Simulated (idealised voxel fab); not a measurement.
The process module that follows is named voxel self aligned vias.
The figure presents cross-section cut, which has a width of 300 nm and is divided into square cells with an edge length of 5 nm.
How to read a cross-section here: the picture is a grid of square cells, written as bands going from the top down, and any band can span one or more rows of cells.
Quick guide to a band line: top height, bottom height (nm) up front; then every material left to right with its width in nm. Only one material and it's marked "all across"? Then it fills the band edge to edge. And "blank" just means empty space.
The reference from which all heights are counted is 0, the level beneath which the as-received wafer is entirely one material; the lowest band, having no lower bound, proceeds downward and is written after the example "z 0 and below".
Width "30..40": first value at the band's top row of cells, second value at its bottom row, equal change from row to row.
Given "remained unchanged" for a step, no cell of the cross-section differs between before and after that step.
Closed cavities: empty space of 8 cells or more with no open way to the top, each as width x height at its distance from the left edge, in nm
Text after the settings on a step's line: the simulator's own remark on that step.
overlay nm: mask right of planned place by this much (step with mask). Neg. = left.
Process steps (planned)
1. RECEIVE [material Si]
2. CONFORMAL_DEP [material SiO2] [thk nm 10]
3. CONFORMAL_DEP [material SiCN] [thk nm 5]
4. DIRECTIONAL_DEP [material lowk] [thk nm 25]
5. PATTERN [tone open] [mask id LINES] [material resist] [width nm 25] [pitch nm 50] [thk nm 20] [overlay nm 0]
6. DIRECTIONAL_ETCH [etch materials lowk] [depth nm 25]
7. STRIP [etch materials resist]
8. CONFORMAL_DEP [material TiN] [thk nm 5]
9. FILL_DEP [material W] [thk nm 5]
10. CMP [height nm 40]
11. SELECTIVE_ETCH [etch materials W Ru TiN] [depth nm 5]
12. FILL_DEP [material SiN] [thk nm 10]
13. CMP [height nm 40]
14. DIRECTIONAL_DEP [material lowk] [thk nm 15]
15. MASKED_ETCH [tone open] [mask id VIAS] [width nm 35] [pitch nm 50] [etch materials lowk] [depth nm 15] [overlay nm 0]
16. MASKED_ETCH [tone open] [mask id VIAS] [width nm 35] [pitch nm 50] [etch materials SiN] [depth nm 5] [overlay nm 0]
17. CONFORMAL_DEP [material TiN] [thk nm 5]
18. FILL_DEP [material Cu] [thk nm 10]
19. CMP [height nm 55]
20. CONFORMAL_DEP [material SiN] [thk nm 5]
As-received wafer cross-section (after step 1)
* z 0 and below  Si all across
* Closed cavities: none
Post-module cross-section of the first of two wafers (run per plan)
* z 60 to 55  SiN all across
* z 55 to 45  105 lowk | 5 TiN | 25 Cu | 5 TiN | 15 lowk | 5 TiN | 25 Cu | 5 TiN | 110 lowk
* z 45 to 40  105 lowk | 10 TiN | 15 Cu | 10 TiN | 15 lowk | 10 TiN | 15 Cu | 10 TiN | 110 lowk
* z 40 to 35  110 lowk | 25 TiN | 25 lowk | 25 TiN | 115 lowk
* z 35 to 20  110 lowk | 5 TiN | 15 W | 5 TiN | 25 lowk | 5 TiN | 15 W | 5 TiN | 115 lowk
* z 20 to 15  110 lowk | 25 TiN | 25 lowk | 25 TiN | 115 lowk
* z 15 to 10  SiCN all across
* z 10 to 0  SiO2 all across
* z 0 and below  Si all across
* Closed cavities: none
Wafer two cross-section, module end. Start and plan unchanged from wafer one; one mistake made during the run
* z 60 to 55  SiN all across
* z 55 to 45  105 lowk | 5 TiN | 25 Cu | 5 TiN | 15 lowk | 5 TiN | 25 Cu | 5 TiN | 110 lowk
* z 45 to 40  105 lowk | 10 TiN | 15 Cu | 10 TiN | 15 lowk | 10 TiN | 15 Cu | 10 TiN | 110 lowk
* z 40 to 35  110 lowk | 25 TiN | 25 lowk | 25 TiN | 115 lowk
* z 35 to 20  110 lowk | 5 TiN | 15 W | 5 TiN | 25 lowk | 5 TiN | 15 W | 5 TiN | 115 lowk
* z 20 to 15  110 lowk | 25 TiN | 25 lowk | 25 TiN | 115 lowk
* z 15 to 5  SiO2 all across
* z 5 to 0  SiCN all across
* z 0 and below  Si all across
* Closed cavities: none
what went wrong: steps 2 and 3 traded places in the executed sequence
At the close, every material occupies the same number of cells on the second wafer as on the first, only in different positions.
